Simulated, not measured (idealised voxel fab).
The process module that follows is named voxel ribs on slabs.
In the cross-section labelled cut, the width is 190 nm and each square cell is 5 nm.
Cross-section, as written here: a square-cell grid given band by band from the top down, where a band holds one or more rows of cells. Top, bottom (nm), then materials left to right with widths (nm); lone material tagged "throughout" fills the whole band edge to edge; "air" = empty space. Zero point of the height axis is 0; under it, received wafer = one material. Lowest band: continues down indefinitely, "0..down". The notation "30 to 40" denotes a width that varies across the rows of cells in the band, beginning at the first number in the top row, finishing at the second number in the bottom row, and changing by an identical amount from each row to the next. Step note "remained the same" = no cross-section cell changed. Each empty space that has no open way to the top and spans at least 8 cells appears under "Closed void listing" as width x height at distance, the distance counted from the left edge, all in nm. after a step's settings: what the simulator itself notes on the step. The "overlay nm" setting may appear on a step's line; for a step that uses a mask, it gives how far to the right of its planned position the mask lay, and a negative value indicates the left.

# So here's the lineup of process steps we planned
1 RECEIVE | material Si
2 DIRECTIONAL_DEP | material SiO2 | thk nm 30
3 DIRECTIONAL_DEP | material polySi | thk nm 20
4 PATTERN | tone cover | mask id RIB | material resist | width nm 30 | thk nm 20 | overlay nm 0
5 DIRECTIONAL_ETCH | etch materials polySi | depth nm 15
6 STRIP | etch materials resist
7 PATTERN | tone cover | mask id SLAB | material resist | width nm 80 | thk nm 15 | overlay nm 0
8 DIRECTIONAL_ETCH | etch materials polySi | depth nm 5
9 STRIP | etch materials resist
10 FILL_DEP | material SiO2 | thk nm 20
11 CMP | height nm 60
12 DIRECTIONAL_DEP | material W | thk nm 5
13 MASKED_ETCH | tone cover | mask id HEATER | width nm 40 | etch materials W | depth nm 5 | overlay nm 0
14 CONFORMAL_DEP | material SiO2 | thk nm 5

# As received (post step 1): cross-section
    0..down | Si throughout
    Closed void listing: none

# Sectioned view, first of two wafers, at the close of the module, processed as intended in the plan
    70..65 | air 70 nm, SiO2 50 nm, air 70 nm
    65..60 | SiO2 75 nm, W 40 nm, SiO2 75 nm
    60..50 | SiO2 throughout
    50..35 | SiO2 80 nm, polySi 30 nm, SiO2 80 nm
    35..30 | SiO2 55 nm, polySi 80 nm, SiO2 55 nm
    30..0 | SiO2 throughout
    0..down | Si throughout
    Closed void listing: none

# This cross-section belongs to the second wafer of two at the end of the module; the start and the plan were shared with the first, and the run included one mistake
    70..65 | air 70 nm, SiO2 50 nm, air 70 nm
    65..60 | SiO2 75 nm, W 40 nm, SiO2 75 nm
    60..50 | SiO2 throughout
    50..35 | SiO2 80 nm, polySi 30 nm, SiO2 80 nm
    35..30 | SiO2 45 nm, polySi 80 nm, SiO2 65 nm
    30..0 | SiO2 throughout
    0..down | Si throughout
    Closed void listing: none
Want to know what went wrong? step 7 went in with a setting other than planned; the actual run was PATTERN | tone cover | mask id SLAB | material resist | width nm 80 | thk nm 15 | overlay nm -10
Tallied in cells, the final second wafer holds each material in the same quantity as the first, although not at the same places.
